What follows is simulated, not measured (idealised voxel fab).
The following process module bears the name voxel fin reveal.
Section cut is 175 nm wide and gridded with 5 nm square cells.
How to read a cross-section here: the picture is a grid of square cells, written as bands going from the top down, and any band can span one or more rows of cells.
For a band, the entry starts with two heights in nm, that of the top and then that of the bottom, and carries on with the band's materials in order from left to right, each alongside its width in nm; the word "full width" beside a single material means it fills the band edge to edge, and "empty" means empty space.
Heights are reckoned from 0. Under this level, the received wafer is all of one material. The bottommost band is open-ended downward, for example "0 and below".
Per-row width for "30 to 40": begins at first number (top row of band), ends at second number (bottom row), increment between rows held constant.
For the purposes of this document, the phrase "same as before" attached to a step denotes that no cell within the cross-section was modified by that step.
Entry "Voids lacking openings". Content: empty spaces with no open connection to the top, size 8 cells or greater. Each: width x height at distance. Distance: from left edge. Unit: nm.
Step line, after settings: the simulator's comment on this step.
Each step line may optionally specify "overlay nm", which for a step with a mask gives the rightward distance between the mask's planned place and where it lay, a negative value indicating the leftward direction.

Process steps (planned):
1,RECEIVE, material Si
2,CONFORMAL_DEP, material SiN, thk nm 10
3,MASKED_ETCH, tone cover, mask id FINS, width nm 15, pitch nm 40, etch materials SiN, depth nm 5, overlay nm 0
4,MASKED_ETCH, tone cover, mask id FINS, width nm 15, pitch nm 40, etch materials Si, depth nm 40, overlay nm 0
5,FILL_DEP, material SiO2, thk nm 5
6,CMP, height nm 10
7,SELECTIVE_ETCH, etch materials SiO2, depth nm 25
8,STRIP, etch materials SiN
9,CONFORMAL_DEP, material HfO2, thk nm 5
varied across the wafers: depth nm of step 3. The plan shows the first wafer's value. All wafers start alike

The first of several wafers, as received after step 1, seen in section:
	0 and below | Si full width
	Voids lacking openings: none

first wafer at the end, after step 9:
	5 down to 0 | HfO2 full width
	0 and below | Si full width
	Voids lacking openings: none

Cross-section at module completion, last wafer:
	5 down to 0 | empty=55 | HfO2=25 | empty=15 | HfO2=25 | empty=55
	0 down to -10 | empty=55 | HfO2=5 | Si=15 | HfO2=5 | empty=15 | HfO2=5 | Si=15 | HfO2=5 | empty=55
	-10 down to -15 | HfO2=60 | Si=15 | HfO2=25 | Si=15 | HfO2=60
	-15 down to -40 | SiO2=60 | Si=15 | SiO2=25 | Si=15 | SiO2=60
	-40 and below | Si full width
	Voids lacking openings: none

Tabulated below, wafer by wafer, are the end-of-module results: for each material, the number of cells gained (+) or lost (-) relative to the as-received state, followed by the closed voids:
depth nm 5, +35 HfO2, Voids lacking openings: none
depth nm 10, +47 HfO2, -232 Si, +145 SiO2, Voids lacking openings: none
depth nm 15, +47 HfO2, -232 Si, +145 SiO2, Voids lacking openings: none
depth nm 20, +47 HfO2, -232 Si, +145 SiO2, Voids lacking openings: none
depth nm 25, +47 HfO2, -232 Si, +145 SiO2, Voids lacking openings: none
